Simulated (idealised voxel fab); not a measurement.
Herein follows the process module entitled voxel tone inversion.
This is section cut - it's 230 nm across, gridded in 5 nm square cells.
Format of a cross-section: grid, square cells. Given as bands. Order: top down. Band: one or more rows of cells. Basically the band line says how high the top is and how high the bottom is, in nm, and then what's in it from left to right, every material with its width in nm. Empty space shows up as "empty", and if a single material carries "edge to edge" it runs the full band edge to edge. Height datum 0, below which the as-received substrate wafer is one material. Lowest band open at the bottom, running downward: "top 0, no bottom". When a width is written as two numbers, as in "30 to 40", the first number is the width in the top row of cells of the band and the second is the width in its bottom row, and the width changes by the same amount from each row to the next. "no modifications", as given for a step, is the statement that not any cell of the cross-section underwent a change during that step. For the entry "Voids, fully enclosed", the listed items are empty spaces with no open way to the top whose size is 8 cells or more; each item follows the pattern width x height at distance, where distance is from the left edge and all three are in nm. What comes after the settings on a step's line is commentary from the simulator itself on that step. "overlay nm", when on a step's line for a step with a mask, measures how far to the right of its planned place the mask lay; a negative measure means to the left.
### Process steps - plan
1 op RECEIVE | material Si
2 op CONFORMAL_DEP | material SiCN | thk nm 10
3 op DIRECTIONAL_DEP | material aC | thk nm 25
4 op PATTERN | tone cover | mask id POSTS | material resist | width nm 20 | pitch nm 35 | thk nm 30 | overlay nm 0
5 op DIRECTIONAL_ETCH | etch materials aC | depth nm 25
6 op STRIP | etch materials resist
7 op FILL_DEP | material SiO2 | thk nm 10
8 op CMP | height nm 35
9 op STRIP | etch materials aC
### First of two wafers - as planned
### Cross-section, incoming material, after step 1
* top 0, no bottom: Si edge to edge
* Voids, fully enclosed: none
### Wafer section view after processing step 2
* top 10, bottom 0: SiCN edge to edge
* Everything below 0 is unchanged.
### Wafer section view after processing step 3
* top 35, bottom 10: aC edge to edge
* Everything below 10 is unchanged.
### Wafer section view after processing step 4
* top 65, bottom 35: empty 70 nm, then resist 20 nm, then empty 15 nm, then resist 20 nm, then empty 15 nm, then resist 20 nm, then empty 70 nm
* Everything below 35 is unchanged.
### Wafer section view after processing step 5
* top 40, bottom 35: empty 70 nm, then resist 20 nm, then empty 15 nm, then resist 20 nm, then empty 15 nm, then resist 20 nm, then empty 70 nm
* top 35, bottom 10: empty 70 nm, then aC 20 nm, then empty 15 nm, then aC 20 nm, then empty 15 nm, then aC 20 nm, then empty 70 nm
* Everything below 10 is unchanged.
### Wafer section view after processing step 6
* top 35, bottom 10: empty 70 nm, then aC 20 nm, then empty 15 nm, then aC 20 nm, then empty 15 nm, then aC 20 nm, then empty 70 nm
* Everything below 10 is unchanged.
### Wafer section view after processing step 7
* top 45, bottom 35: SiO2 edge to edge
* top 35, bottom 10: SiO2 70 nm, then aC 20 nm, then SiO2 15 nm, then aC 20 nm, then SiO2 15 nm, then aC 20 nm, then SiO2 70 nm
* Everything below 10 is unchanged.
### Wafer section view after processing step 8
* top 35, bottom 10: SiO2 70 nm, then aC 20 nm, then SiO2 15 nm, then aC 20 nm, then SiO2 15 nm, then aC 20 nm, then SiO2 70 nm
* Everything below 10 is unchanged.
### Wafer section view after processing step 9
* top 35, bottom 10: SiO2 70 nm, then empty 20 nm, then SiO2 15 nm, then empty 20 nm, then SiO2 15 nm, then empty 20 nm, then SiO2 70 nm
* Everything below 10 is unchanged.
### Wafer two of two - same starting point, same process plan, one mistake in execution; matches wafer one up to and including step 3
### Cross-section of the second wafer at the time by which step 4 should have been completed according to the plan
* top 65, bottom 35: empty 75 nm, then resist 15 nm, then empty 20 nm, then resist 15 nm, then empty 20 nm, then resist 15 nm, then empty 70 nm
* Everything below 35 is unchanged.
### Cross-section of the second wafer at the time by which step 5 should have been completed according to the plan
* top 40, bottom 35: empty 75 nm, then resist 15 nm, then empty 20 nm, then resist 15 nm, then empty 20 nm, then resist 15 nm, then empty 70 nm
* top 35, bottom 10: empty 75 nm, then aC 15 nm, then empty 20 nm, then aC 15 nm, then empty 20 nm, then aC 15 nm, then empty 70 nm
* Everything below 10 is unchanged.
### Cross-section of the second wafer at the time by which step 6 should have been completed according to the plan
* top 35, bottom 10: empty 75 nm, then aC 15 nm, then empty 20 nm, then aC 15 nm, then empty 20 nm, then aC 15 nm, then empty 70 nm
* Everything below 10 is unchanged.
### Cross-section of the second wafer at the time by which step 7 should have been completed according to the plan
* top 45, bottom 35: SiO2 edge to edge
* top 35, bottom 10: SiO2 75 nm, then aC 15 nm, then SiO2 20 nm, then aC 15 nm, then SiO2 20 nm, then aC 15 nm, then SiO2 70 nm
* Everything below 10 is unchanged.
### Cross-section of the second wafer at the time by which step 8 should have been completed according to the plan
* top 35, bottom 10: SiO2 75 nm, then aC 15 nm, then SiO2 20 nm, then aC 15 nm, then SiO2 20 nm, then aC 15 nm, then SiO2 70 nm
* Everything below 10 is unchanged.
### Cross-section of the second wafer at the time by which step 9 should have been completed according to the plan
* top 35, bottom 10: SiO2 75 nm, then empty 15 nm, then SiO2 20 nm, then empty 15 nm, then SiO2 20 nm, then empty 15 nm, then SiO2 70 nm
* Everything below 10 is unchanged.
The mistake made against the process plan was this: step 4 did not happen as planned, as run it was op PATTERN | tone cover | mask id POSTS | material resist | width nm 15 | pitch nm 35 | thk nm 30 | overlay nm 0
The second wafer ends with more or fewer cells of some materials than the first, per final count: +15 SiO2
